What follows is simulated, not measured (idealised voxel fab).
process module | voxel capacitor over wiring
cross-section cut | 190 nm wide | cells 5 nm
A cross-section is a grid of square cells, given in bands from the top down. A band is one or more rows of cells.
Each band's line starts with the height of the band's top and of its bottom, in nm. Then come its materials from left to right, each with its width in nm. One material with "throughout" fills the band from edge to edge. "air" is empty space.
Height 0 is the level under which the wafer as received is all one material. The lowest band goes on downwards, as in "0 down".
A width such as "30 to 40" changes by the same amount from each row of cells to the next, from the band's top row to its bottom row.
"no change" after a step means that no cell of the cross-section changed.
closed voids: empty space of 8 cells or more with no open way to the top, each as width x height at its distance from the left edge, in nm
after a step's settings: what the simulator itself notes on the step
overlay nm, on a step with a mask: how far to the right of its planned place the mask lay; to the left if negative
plan
1 op RECEIVE | material Si
2 op CONFORMAL_DEP | material SiO2 | thk nm 15
3 op DIRECTIONAL_DEP | material TiN | thk nm 5
4 op DIRECTIONAL_DEP | material Ru | thk nm 20
5 op PATTERN | tone cover | mask id METAL_1 | material resist | width nm 25 | pitch nm 95 | thk nm 20 | overlay nm 0
6 op DIRECTIONAL_ETCH | etch materials Ru | depth nm 20
7 op DIRECTIONAL_ETCH | etch materials TiN | depth nm 5
8 op STRIP | etch materials resist
9 op CONFORMAL_DEP | material SiN | thk nm 5
10 op FILL_DEP | material SiO2 | thk nm 5
11 op CMP | height nm 40
12 op CONFORMAL_DEP | material SiCN | thk nm 5
13 op DIRECTIONAL_DEP | material SiO2 | thk nm 15
14 op DIRECTIONAL_DEP | material aC | thk nm 15
15 op PATTERN | tone open | mask id PLUG_1 | material resist | width nm 15 | thk nm 30 | overlay nm 0
16 op DIRECTIONAL_ETCH | etch materials aC | depth nm 15
17 op STRIP | etch materials resist
18 op DIRECTIONAL_ETCH | etch materials SiO2 | depth nm 15
19 op DIRECTIONAL_ETCH | etch materials SiCN | depth nm 5
20 op STRIP | etch materials aC
21 op CONFORMAL_DEP | material TiN | thk nm 5
22 op FILL_DEP | material W | thk nm 5
23 op CMP | height nm 60
24 op DIRECTIONAL_DEP | material TiN | thk nm 10
25 op DIRECTIONAL_DEP | material HfO2 | thk nm 5
26 op DIRECTIONAL_DEP | material TiN | thk nm 10
27 op PATTERN | tone cover | mask id UPPER_PLATE | material resist | width nm 75 | thk nm 15 | overlay nm 0
28 op DIRECTIONAL_ETCH | etch materials TiN | depth nm 10
29 op DIRECTIONAL_ETCH | etch materials HfO2 | depth nm 5
30 op STRIP | etch materials resist
31 op PATTERN | tone cover | mask id LOWER_PLATE | material resist | width nm 85 | thk nm 15 | overlay nm -15
32 op DIRECTIONAL_ETCH | etch materials TiN | depth nm 10
33 op STRIP | etch materials resist
34 op FILL_DEP | material SiO2 | thk nm 20
35 op CMP | height nm 100
36 op DIRECTIONAL_DEP | material aC | thk nm 15
37 op PATTERN | tone open | mask id PLUG_2 | material resist | width nm 15 | thk nm 30 | overlay nm 0
38 op DIRECTIONAL_ETCH | etch materials aC | depth nm 15
39 op STRIP | etch materials resist
40 op DIRECTIONAL_ETCH | etch materials SiO2 | depth nm 15
41 op STRIP | etch materials aC
42 op CONFORMAL_DEP | material TiN | thk nm 5
43 op FILL_DEP | material Cu | thk nm 10
44 op CMP | height nm 100
45 op CONFORMAL_DEP | material SiCN | thk nm 5
varied across the wafers: overlay nm of step 31. The plan shows the first wafer's value. All wafers start alike
first wafer as received, after step 1
  0 down: Si throughout
  closed voids: none
each wafer at the end: cells of each material gained (+) or lost (-) since it was received, then its closed voids
overlay nm -15 | +2 Cu | +15 HfO2 | +40 Ru | +73 SiCN | +44 SiN | +531 SiO2 | +90 TiN | +3 W | closed voids: none
overlay nm -10 | +2 Cu | +15 HfO2 | +40 Ru | +73 SiCN | +44 SiN | +531 SiO2 | +90 TiN | +3 W | closed voids: none
overlay nm -5 | +2 Cu | +15 HfO2 | +40 Ru | +73 SiCN | +44 SiN | +531 SiO2 | +90 TiN | +3 W | closed voids: none
overlay nm 0 | +2 Cu | +15 HfO2 | +40 Ru | +73 SiCN | +44 SiN | +531 SiO2 | +90 TiN | +3 W | closed voids: none
overlay nm 5 | +2 Cu | +15 HfO2 | +40 Ru | +73 SiCN | +44 SiN | +531 SiO2 | +90 TiN | +3 W | closed voids: none
overlay nm 10 | +2 Cu | +15 HfO2 | +40 Ru | +73 SiCN | +44 SiN | +531 SiO2 | +90 TiN | +3 W | closed voids: none
overlay nm 15 | +2 Cu | +15 HfO2 | +40 Ru | +73 SiCN | +44 SiN | +531 SiO2 | +90 TiN | +3 W | closed voids: none
